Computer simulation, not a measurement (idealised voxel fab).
Documented hereafter: the process module known as voxel wiring stack.
Pictured: cross-section cut, 270 nm wide, on a grid of 5 nm square cells.
For the purposes of this document, a cross-section shall be understood as a grid of square cells, specified as bands listed in top-to-bottom order, each band consisting of one or more rows of cells.
A band entry consists of two parts. The first gives the height of the band's top and the height of its bottom, in nm. The rest lists the band's materials from left to right, each with its width in nm. A single material labelled with the word "everywhere" fills the band from edge to edge, and the word "air" marks empty space.
The reference from which all heights are counted is 0, the level beneath which the as-received wafer is entirely one material; the lowest band, having no lower bound, proceeds downward and is written after the example "0..down".
A width such as "30 to 40" changes by the same amount from each row of cells to the next, from the band's top row to its bottom row.
When a step is marked "no modifications", none of the cells in the cross-section changed during that step.
"Internal closed voids" specifies each empty space that is not open to the top and that occupies no fewer than 8 cells, using the form width x height at distance, the distance measured from the left edge and all three quantities in nm.
What comes after the settings on a step's line is commentary from the simulator itself on that step.
"overlay nm" answers the question of how far to the right of plan the mask lay on a step that has a mask, and when it is negative the answer is to the left.
[Process steps - plan]
| 1 | RECEIVE (material Si) |
| 2 | CONFORMAL_DEP (material SiO2; thk nm 5) |
| 3 | CONFORMAL_DEP (material SiN; thk nm 5) |
| 4 | DIRECTIONAL_DEP (material SiO2; thk nm 15) |
| 5 | PATTERN (tone open; mask id METAL_1; material resist; width nm 30; pitch nm 50; thk nm 20; overlay nm 0) |
| 6 | DIRECTIONAL_ETCH (etch materials SiO2; depth nm 15) |
| 7 | DIRECTIONAL_ETCH (etch materials SiN; depth nm 5) |
| 8 | STRIP (etch materials resist) |
| 9 | CONFORMAL_DEP (material TiN; thk nm 5) |
| 10 | FILL_DEP (material Cu; thk nm 10) |
| 11 | CMP (height nm 35) |
| 12 | CONFORMAL_DEP (material SiCN; thk nm 5) |
| 13 | DIRECTIONAL_DEP (material lowk; thk nm 25) |
| 14 | MASKED_ETCH (tone open; mask id METAL_2_HOLES; width nm 15; etch materials lowk; depth nm 25; overlay nm 0) |
| 15 | DIRECTIONAL_DEP (material aC; thk nm 10) |
| 16 | PATTERN (tone open; mask id METAL_2; material resist; width nm 30; pitch nm 50; thk nm 25; overlay nm 0) |
| 17 | DIRECTIONAL_ETCH (etch materials aC; depth nm 10) |
| 18 | STRIP (etch materials resist) |
| 19 | DIRECTIONAL_ETCH (etch materials lowk; depth nm 15) |
| 20 | DIRECTIONAL_ETCH (etch materials SiCN; depth nm 5) |
| 21 | STRIP (etch materials aC) |
| 22 | CONFORMAL_DEP (material TiN; thk nm 5) |
| 23 | FILL_DEP (material Ru; thk nm 5) |
| 24 | CMP (height nm 65) |
| 25 | CONFORMAL_DEP (material SiCN; thk nm 5) |
| 26 | DIRECTIONAL_DEP (material SiO2; thk nm 10) |
| 27 | MASKED_ETCH (tone open; mask id PLUG_2; width nm 15; etch materials SiO2; depth nm 10; overlay nm 0) |
| 28 | MASKED_ETCH (tone open; mask id PLUG_2; width nm 15; etch materials SiCN; depth nm 5; overlay nm 0) |
| 29 | CONFORMAL_DEP (material TiN; thk nm 5) |
| 30 | FILL_DEP (material Ru; thk nm 5) |
| 31 | CMP (height nm 80) |
| 32 | CONFORMAL_DEP (material SiN; thk nm 5) |
| 33 | DIRECTIONAL_DEP (material SiO2; thk nm 20) |
| 34 | MASKED_ETCH (tone open; mask id METAL_3; width nm 30; pitch nm 50; etch materials SiO2; depth nm 20; overlay nm 0) |
| 35 | MASKED_ETCH (tone open; mask id METAL_3; width nm 30; pitch nm 50; etch materials SiN; depth nm 5; overlay nm 0) |
| 36 | CONFORMAL_DEP (material TiN; thk nm 5) |
| 37 | FILL_DEP (material Ru; thk nm 5) |
| 38 | CMP (height nm 105) |
| 39 | CONFORMAL_DEP (material SiN; thk nm 5) |
The wafers in this document start out alike and differ in the thk nm applied at step 2; the plan shows the value used for the first wafer.
[Cross-section of the first of several wafers on receipt, reflecting completion of step 1]
* 0..down | Si everywhere
* Internal closed voids: none
[First wafer of several, cross-section, module end, after step 39 (last)]
* 110..105 | SiN everywhere
* 105..85 | 95 of SiO2  5 of TiN  20 of Ru  5 of TiN  20 of SiO2  5 of TiN  20 of Ru  5 of TiN  95 of SiO2
* 85..80 | 95 of SiN  30 of TiN  20 of SiN  30 of TiN  95 of SiN
* 80..70 | 95 of SiO2  5 of TiN  5 of Ru  5 of TiN  160 of SiO2
* 70..65 | 95 of SiCN  15 of TiN  160 of SiCN
* 65..55 | 95 of lowk  5 of TiN  20 of Ru  5 of TiN  20 of lowk  5 of TiN  20 of Ru  5 of TiN  95 of lowk
* 55..50 | 95 of lowk  5 of TiN  5 of Ru  20 of TiN  20 of lowk  30 of TiN  95 of lowk
* 50..40 | 95 of lowk  5 of TiN  5 of Ru  5 of TiN  160 of lowk
* 40..35 | 95 of SiCN  15 of TiN  160 of SiCN
* 35..30 | Cu everywhere
* 30..25 | 100 of TiN  20 of Cu  30 of TiN  20 of Cu  100 of TiN
* 25..10 | 95 of SiO2  5 of TiN  20 of Cu  5 of TiN  20 of SiO2  5 of TiN  20 of Cu  5 of TiN  95 of SiO2
* 10..5 | 95 of SiN  30 of TiN  20 of SiN  30 of TiN  95 of SiN
* 5..0 | SiO2 everywhere
* 0..down | Si everywhere
* Internal closed voids: none
[Last wafer of the set, cross-sectioned at end of module]
* 110..105 | SiN everywhere
* 105..85 | 95 of SiO2  5 of TiN  20 of Ru  5 of TiN  20 of SiO2  5 of TiN  20 of Ru  5 of TiN  95 of SiO2
* 85..80 | 95 of SiN  30 of TiN  20 of SiN  30 of TiN  95 of SiN
* 80..70 | 95 of SiO2  5 of TiN  5 of Ru  5 of TiN  160 of SiO2
* 70..65 | 95 of SiCN  15 of TiN  160 of SiCN
* 65..55 | 95 of lowk  5 of TiN  20 of Ru  5 of TiN  20 of lowk  5 of TiN  20 of Ru  5 of TiN  95 of lowk
* 55..50 | 95 of lowk  5 of TiN  5 of Ru  20 of TiN  20 of lowk  30 of TiN  95 of lowk
* 50..40 | 95 of lowk  5 of TiN  5 of Ru  5 of TiN  160 of lowk
* 40..35 | 95 of SiCN  15 of TiN  160 of SiCN
* 35..30 | 95 of SiN  30 of TiN  20 of SiN  30 of TiN  95 of SiN
* 30..0 | SiO2 everywhere
* 0..down | Si everywhere
* Internal closed voids: none
[wafer rows; end of module; cells per material since receipt: (+) gained, (-) lost; then closed voids]
thk nm 5, +86 Cu, +53 Ru, +102 SiCN, +138 SiN, +450 SiO2, +131 TiN, +228 lowk, Internal closed voids: none
thk nm 10, +32 Cu, +53 Ru, +102 SiCN, +138 SiN, +504 SiO2, +131 TiN, +228 lowk, Internal closed voids: none
thk nm 15, +24 Cu, +53 Ru, +102 SiCN, +138 SiN, +558 SiO2, +85 TiN, +228 lowk, Internal closed voids: none
thk nm 20, +16 Cu, +53 Ru, +102 SiCN, +138 SiN, +570 SiO2, +81 TiN, +228 lowk, Internal closed voids: none
thk nm 25, +8 Cu, +53 Ru, +102 SiCN, +138 SiN, +582 SiO2, +77 TiN, +228 lowk, Internal closed voids: none
thk nm 30, +53 Ru, +102 SiCN, +138 SiN, +594 SiO2, +73 TiN, +228 lowk, Internal closed voids: none
